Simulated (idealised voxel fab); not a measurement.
Process module in this document: voxel ribs on slabs
Xsec cut, 150 nm wide, square cell size 5 nm.
When this document writes out a cross-section, it uses a grid of square cells and lists it as bands, beginning at the top and moving down, with a band standing for one or more rows of cells. A band entry consists of two parts. The first gives the height of the band's top and the height of its bottom, in nm. The rest lists the band's materials from left to right, each with its width in nm. A single material labelled with the word "throughout" fills the band from edge to edge, and the word "blank" marks empty space. The reference from which all heights are counted is 0, the level beneath which the as-received wafer is entirely one material; the lowest band, having no lower bound, proceeds downward and is written after the example "0 -> down". Width "30->40": first value at the band's top row of cells, second value at its bottom row, equal change from row to row. Basically "left unchanged" means that step didn't change any cell in the cross-section. Entry "Sealed voids". Content: empty spaces with no open connection to the top, size 8 cells or greater. Each: width x height at distance. Distance: from left edge. Unit: nm. Read whatever lies past the settings on a step's line as the simulator's own remark about the step. overlay nm: for a step with a mask, the amount by which the mask lay right of where it was planned; a negative amount means left of it.
This section lists the process steps that were planned
1 RECEIVE,material Si
2 DIRECTIONAL_DEP,material SiO2,thk nm 30
3 DIRECTIONAL_DEP,material SiN,thk nm 15
4 MASKED_ETCH,tone cover,mask id RIB,width nm 30,etch materials SiN,depth nm 5,overlay nm 0
5 PATTERN,tone cover,mask id SLAB,material resist,width nm 60,thk nm 20,overlay nm 0
6 DIRECTIONAL_ETCH,etch materials SiN,depth nm 10
7 STRIP,etch materials resist
8 FILL_DEP,material SiO2,thk nm 20
9 CMP,height nm 55
10 DIRECTIONAL_DEP,material TiN,thk nm 10
11 MASKED_ETCH,tone cover,mask id HEATER,width nm 40,etch materials TiN,depth nm 5,overlay nm 0
12 CONFORMAL_DEP,material SiO2,thk nm 5
Be aware that, although all wafers share a common starting state, the depth nm at step 11 differs among them, and the plan displays the first wafer's value.
First of several wafers, received after step 1, in cross-section
0 -> down  Si throughout
Sealed voids: none
The cross-section of the first of several wafers is given below for the end of the module, after its final step, step 12
70 -> 65  blank (50), SiO2 (50), blank (50)
65 -> 60  SiO2 (55), TiN (40), SiO2 (55)
60 -> 55  TiN throughout
55 -> 45  SiO2 throughout
45 -> 40  SiO2 (60), SiN (30), SiO2 (60)
40 -> 30  SiO2 (45), SiN (60), SiO2 (45)
30 -> 0  SiO2 throughout
0 -> down  Si throughout
Sealed voids: none
End of module, last wafer sectioned
70 -> 65  blank (50), SiO2 (50), blank (50)
65 -> 60  blank (50), SiO2 (5), TiN (40), SiO2 (5), blank (50)
60 -> 55  SiO2 (55), TiN (40), SiO2 (55)
55 -> 45  SiO2 throughout
45 -> 40  SiO2 (60), SiN (30), SiO2 (60)
40 -> 30  SiO2 (45), SiN (60), SiO2 (45)
30 -> 0  SiO2 throughout
0 -> down  Si throughout
Sealed voids: none
End of module, by wafer: material-by-material cell gain (+) or loss (-) since receipt, then closed voids
depth nm 5; +30 SiN; +332 SiO2; +38 TiN; Sealed voids: none
depth nm 10; +30 SiN; +334 SiO2; +16 TiN; Sealed voids: none
depth nm 15; +30 SiN; +334 SiO2; +16 TiN; Sealed voids: none
depth nm 20; +30 SiN; +334 SiO2; +16 TiN; Sealed voids: none
depth nm 25; +30 SiN; +334 SiO2; +16 TiN; Sealed voids: none
